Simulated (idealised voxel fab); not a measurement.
The process module that follows is named voxel capacitor over wiring.
This is section cut - it's 220 nm across, gridded in 5 nm square cells.
Cross-section spec: square-cell grid; bands listed top down; each band is one or more rows.
Basically the band line says how high the top is and how high the bottom is, in nm, and then what's in it from left to right, every material with its width in nm. Empty space shows up as "air", and if a single material carries "everywhere" it runs the full band edge to edge.
Measure heights from 0. That's the level where, below it, the as-received wafer is all one material. The lowest band is bottomless and extends downward; write it as in "top 0, no bottom".
Top row gets the first number, bottom row gets the second, and each row in between changes by the same step: that is how a band width like "30 to 40" works.
Step marked "nothing different"? Then no cell in the cross-section changed in it.
In the "Enclosed internal cavities" entry, you get each enclosed empty space of 8 cells or more, one with no open way to the top, written width x height at distance, distance from the left edge, in nm.
Heads up: the bit after the settings on a step's line is the simulator's remark on that step.
"overlay nm" on a masked step: distance the mask lay right of its planned place, negative for left.

[Steps planned for the process]
| 1 | RECEIVE,material Si |
| 2 | CONFORMAL_DEP,material SiO2,thk nm 10 |
| 3 | DIRECTIONAL_DEP,material TiN,thk nm 5 |
| 4 | DIRECTIONAL_DEP,material Ru,thk nm 15 |
| 5 | DIRECTIONAL_DEP,material aC,thk nm 15 |
| 6 | PATTERN,tone cover,mask id METAL_1,material resist,width nm 30,pitch nm 90,thk nm 35,overlay nm 0 |
| 7 | DIRECTIONAL_ETCH,etch materials aC,depth nm 15 |
| 8 | STRIP,etch materials resist |
| 9 | DIRECTIONAL_ETCH,etch materials Ru,depth nm 15 |
| 10 | DIRECTIONAL_ETCH,etch materials TiN,depth nm 5 |
| 11 | STRIP,etch materials aC |
| 12 | CONFORMAL_DEP,material SiN,thk nm 5 |
| 13 | FILL_DEP,material lowk,thk nm 5 |
| 14 | CMP,height nm 30 |
| 15 | CONFORMAL_DEP,material SiCN,thk nm 5 |
| 16 | DIRECTIONAL_DEP,material SiO2,thk nm 10 |
| 17 | PATTERN,tone open,mask id PLUG_1,material resist,width nm 15,thk nm 15,overlay nm 0 |
| 18 | DIRECTIONAL_ETCH,etch materials SiO2,depth nm 10 |
| 19 | DIRECTIONAL_ETCH,etch materials SiCN,depth nm 5 |
| 20 | STRIP,etch materials resist |
| 21 | CONFORMAL_DEP,material TiN,thk nm 5 |
| 22 | FILL_DEP,material Cu,thk nm 5 |
| 23 | CMP,height nm 45 |
| 24 | DIRECTIONAL_DEP,material TiN,thk nm 10 |
| 25 | DIRECTIONAL_DEP,material SiN,thk nm 5 |
| 26 | DIRECTIONAL_DEP,material TiN,thk nm 5 |
| 27 | MASKED_ETCH,tone cover,mask id UPPER_PLATE,width nm 65,etch materials TiN,depth nm 5,overlay nm 0 |
| 28 | MASKED_ETCH,tone cover,mask id UPPER_PLATE,width nm 65,etch materials SiN,depth nm 5,overlay nm 0 |
| 29 | DIRECTIONAL_DEP,material aC,thk nm 15 |
| 30 | PATTERN,tone cover,mask id LOWER_PLATE,material resist,width nm 75,thk nm 35,overlay nm 0 |
| 31 | DIRECTIONAL_ETCH,etch materials aC,depth nm 15 |
| 32 | STRIP,etch materials resist |
| 33 | DIRECTIONAL_ETCH,etch materials TiN,depth nm 10 |
| 34 | STRIP,etch materials aC |
| 35 | FILL_DEP,material SiO2,thk nm 15 |
| 36 | CMP,height nm 75 |
| 37 | MASKED_ETCH,tone open,mask id PLUG_2,width nm 15,etch materials SiO2,depth nm 10,overlay nm 0 |
| 38 | CONFORMAL_DEP,material TiN,thk nm 5 |
| 39 | FILL_DEP,material Ru,thk nm 5 |
| 40 | CMP,height nm 75 |
| 41 | CONFORMAL_DEP,material SiCN,thk nm 5 |

[Wafer at receipt (post step 1), cross-section]
top 0, no bottom: Si everywhere
Enclosed internal cavities: none

[Post-module cross-section: identical start and plan to those above, one misstep in execution]
top 80, bottom 75: SiCN everywhere
top 75, bottom 70: SiO2 (75) / TiN (5) / Ru (5) / TiN (5) / SiO2 (130)
top 70, bottom 60: SiO2 (75 to 65) / TiN (15 to 65) / SiO2 (130 to 90)
top 60, bottom 55: SiO2 (65) / SiN (65) / SiO2 (90)
top 55, bottom 45: SiO2 (60) / TiN (75) / SiO2 (85)
top 45, bottom 35: SiO2 (65) / TiN (5) / Cu (5) / TiN (5) / SiO2 (140)
top 35, bottom 30: SiCN (65) / TiN (15) / SiCN (140)
top 30, bottom 15: lowk (40) / SiN (5) / Ru (30) / SiN (5) / lowk (50) / SiN (5) / Ru (30) / SiN (5) / lowk (50)
top 15, bottom 10: SiN (45) / TiN (30) / SiN (60) / TiN (30) / SiN (55)
top 10, bottom 0: SiO2 everywhere
top 0, no bottom: Si everywhere
Enclosed internal cavities: none
Finding, execution versus plan: step 6 was not run as planned; what actually ran was PATTERN,tone cover,mask id METAL_1,material resist,width nm 30,pitch nm 90,thk nm 35,overlay nm -5
